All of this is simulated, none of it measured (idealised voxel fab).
process module | voxel wiring stack
Cross-section cut spans 300 nm and uses square cells 5 nm in size.
In what follows, cross-sections appear as grids of square cells, described through bands that run from the top down, where every band is one or more rows of cells. The band entry comprises the height of the band's top followed by the height of its bottom, expressed in nm, and subsequently the band's materials from left to right, each stated together with its width in nm. Where a single material is marked with the word "all across", that material fills the band from edge to edge. The word "empty" represents empty space. Height datum 0, below which the as-received substrate wafer is one material. Lowest band open at the bottom, running downward: "0..down". A width such as "30 to 40" changes by the same amount from each row of cells to the next, from the band's top row to its bottom row. When a step is marked "remains unaltered", none of the cells in the cross-section changed during that step. The entry "Catalogued sealed voids" lists the empty spaces that cover at least 8 cells and have no open path to the top. Each is written as width x height at distance, where the distance is measured from the left edge and all three values are in nm. That trailing text on a step's line, after the settings, is the simulator's own remark on the step. overlay nm: mask offset rightward from planned place, masked step; negative means leftward offset.

**Intended process steps**
1,RECEIVE | material Si
2,CONFORMAL_DEP | material SiO2 | thk nm 15
3,CONFORMAL_DEP | material SiCN | thk nm 5
4,DIRECTIONAL_DEP | material lowk | thk nm 15
5,DIRECTIONAL_DEP | material aC | thk nm 10
6,PATTERN | tone open | mask id METAL_1 | material resist | width nm 25 | pitch nm 40 | thk nm 30 | overlay nm 0
7,DIRECTIONAL_ETCH | etch materials aC | depth nm 10
8,STRIP | etch materials resist
9,DIRECTIONAL_ETCH | etch materials lowk | depth nm 15
10,DIRECTIONAL_ETCH | etch materials SiCN | depth nm 5
11,STRIP | etch materials aC
12,CONFORMAL_DEP | material TiN | thk nm 5
13,FILL_DEP | material Ru | thk nm 10
14,CMP | height nm 35
15,EPI | material Ru | thk nm 5
16,FILL_DEP | material SiCN | thk nm 5
17,DIRECTIONAL_DEP | material lowk | thk nm 15
18,DIRECTIONAL_DEP | material aC | thk nm 10
19,PATTERN | tone open | mask id PLUG_1 | material resist | width nm 15 | pitch nm 40 | thk nm 25 | overlay nm 0
20,DIRECTIONAL_ETCH | etch materials aC | depth nm 10
21,STRIP | etch materials resist
22,DIRECTIONAL_ETCH | etch materials lowk | depth nm 15
23,DIRECTIONAL_ETCH | etch materials SiCN | depth nm 5
24,STRIP | etch materials aC
25,EPI | material Ru | thk nm 10
26,EPI | material Ru | thk nm 10
27,DIRECTIONAL_DEP | material TiN | thk nm 5
28,DIRECTIONAL_DEP | material W | thk nm 20
29,PATTERN | tone cover | mask id METAL_2 | material resist | width nm 25 | pitch nm 40 | thk nm 15 | overlay nm 0
30,DIRECTIONAL_ETCH | etch materials W | depth nm 20
31,DIRECTIONAL_ETCH | etch materials TiN | depth nm 5
32,STRIP | etch materials resist
33,FILL_DEP | material SiO2 | thk nm 5
34,CMP | height nm 85
35,CONFORMAL_DEP | material SiCN | thk nm 5
36,DIRECTIONAL_DEP | material SiO2 | thk nm 35
37,DIRECTIONAL_DEP | material aC | thk nm 15
38,PATTERN | tone open | mask id METAL_3 | material resist | width nm 15 | pitch nm 40 | thk nm 35 | overlay nm 0
39,DIRECTIONAL_ETCH | etch materials aC | depth nm 15
40,STRIP | etch materials resist
41,DIRECTIONAL_ETCH | etch materials SiO2 | depth nm 20
42,STRIP | etch materials aC
43,PATTERN | tone open | mask id METAL_3_HOLES | material resist | width nm 15 | thk nm 15 | overlay nm 0
44,DIRECTIONAL_ETCH | etch materials SiO2 | depth nm 15
45,DIRECTIONAL_ETCH | etch materials SiCN | depth nm 5
46,STRIP | etch materials resist
47,CONFORMAL_DEP | material TiN | thk nm 5
48,FILL_DEP | material Ru | thk nm 10
49,CMP | height nm 125
50,CONFORMAL_DEP | material SiCN | thk nm 5
51,DIRECTIONAL_DEP | material lowk | thk nm 25
52,PATTERN | tone open | mask id METAL_4_HOLES | material resist | width nm 15 | pitch nm 40 | thk nm 20 | overlay nm 0
53,DIRECTIONAL_ETCH | etch materials lowk | depth nm 25
54,STRIP | etch materials resist
55,PATTERN | tone open | mask id METAL_4 | material resist | width nm 25 | pitch nm 40 | thk nm 20 | overlay nm 0
56,DIRECTIONAL_ETCH | etch materials lowk | depth nm 15
57,DIRECTIONAL_ETCH | etch materials SiCN | depth nm 5
58,STRIP | etch materials resist
59,CONFORMAL_DEP | material TiN | thk nm 5
60,FILL_DEP | material Cu | thk nm 5
61,CMP | height nm 155
62,CONFORMAL_DEP | material SiCN | thk nm 5
Wafer-to-wafer difference: width nm, step 38. Common start. Plan = first wafer's value.

**The first of several wafers as received, shown in cross-section; this is its state after step 1**
  0..down  Si all across
  Catalogued sealed voids: none

**After the module's final step, step 62: the first of several wafers in cross-section**
  160..155  SiCN all across
  155..145  lowk (115); TiN (5); Cu (15); TiN (5); lowk (15); TiN (5); Cu (15); TiN (5); lowk (120)
  145..140  lowk (115); TiN (5); Cu (5); TiN (15); lowk (15); TiN (5); Cu (5); TiN (15); lowk (120)
  140..130  lowk (115); TiN (5); Cu (5); TiN (5); lowk (25); TiN (5); Cu (5); TiN (5); lowk (130)
  130..125  SiCN (115); TiN (15); SiCN (25); TiN (15); SiCN (130)
  125..115  SiO2 (115); TiN (5); Ru (10); TiN (5); SiO2 (25); TiN (5); Ru (5); TiN (5); SiO2 (125)
  115..110  SiO2 (115); TiN (10); Ru (5); TiN (5); SiO2 (25); TiN (5); Ru (5); TiN (5); SiO2 (125)
  110..105  SiO2 (120); TiN (15); SiO2 (25); TiN (15); SiO2 (125)
  105..90  SiO2 (120); TiN (10); SiO2 (170)
  90..85  SiCN (120); TiN (10); SiCN (170)
  85..65  SiO2 (115); W (25); SiO2 (15); W (25); SiO2 (120)
  65..60  SiO2 (115); TiN (25); SiO2 (15); TiN (25); SiO2 (120)
  60..45  lowk (115); Ru (15); lowk (25); Ru (15); lowk (130)
  45..35  SiCN (115 to 110); Ru (15 to 35); SiCN (25 to 5); Ru (15 to 35); SiCN (130 to 115)
  35..20  lowk (115); TiN (5); Ru (15); TiN (5); lowk (15); TiN (5); Ru (15); TiN (5); lowk (120)
  20..15  SiCN (115); TiN (25); SiCN (15); TiN (25); SiCN (120)
  15..0  SiO2 all across
  0..down  Si all across
  Catalogued sealed voids: none

**Cross-section at module completion, last wafer**
  160..155  SiCN all across
  155..145  lowk (115); TiN (5); Cu (15); TiN (5); lowk (15); TiN (5); Cu (15); TiN (5); lowk (120)
  145..140  lowk (115); TiN (5); Cu (5); TiN (15); lowk (15); TiN (5); Cu (5); TiN (15); lowk (120)
  140..130  lowk (115); TiN (5); Cu (5); TiN (5); lowk (25); TiN (5); Cu (5); TiN (5); lowk (130)
  130..125  SiCN (115); TiN (15); SiCN (25); TiN (15); SiCN (130)
  125..110  SiO2 (115); TiN (5); Ru (15); TiN (5); SiO2 (15); TiN (5); Ru (15); TiN (5); SiO2 (120)
  110..105  SiO2 (115); TiN (5); Ru (5); TiN (15); SiO2 (15); TiN (25); SiO2 (120)
  105..90  SiO2 (115); TiN (5); Ru (5); TiN (5); SiO2 (170)
  90..85  SiCN (115); TiN (15); SiCN (170)
  85..65  SiO2 (115); W (25); SiO2 (15); W (25); SiO2 (120)
  65..60  SiO2 (115); TiN (25); SiO2 (15); TiN (25); SiO2 (120)
  60..45  lowk (115); Ru (15); lowk (25); Ru (15); lowk (130)
  45..35  SiCN (115 to 110); Ru (15 to 35); SiCN (25 to 5); Ru (15 to 35); SiCN (130 to 115)
  35..20  lowk (115); TiN (5); Ru (15); TiN (5); lowk (15); TiN (5); Ru (15); TiN (5); lowk (120)
  20..15  SiCN (115); TiN (25); SiCN (15); TiN (25); SiCN (120)
  15..0  SiO2 all across
  0..down  Si all across
  Catalogued sealed voids: none

**Per-wafer rows below. For each material: cells gained (+) or lost (-) since the wafer was received, as of end of module. Then: closed voids**
width nm 15, +18 Cu, +64 Ru, +322 SiCN, +817 SiO2, +89 TiN, +40 W, +570 lowk, Catalogued sealed voids: none
width nm 20, +18 Cu, +70 Ru, +322 SiCN, +809 SiO2, +91 TiN, +40 W, +570 lowk, Catalogued sealed voids: none
width nm 25, +18 Cu, +78 Ru, +321 SiCN, +801 SiO2, +92 TiN, +40 W, +570 lowk, Catalogued sealed voids: none
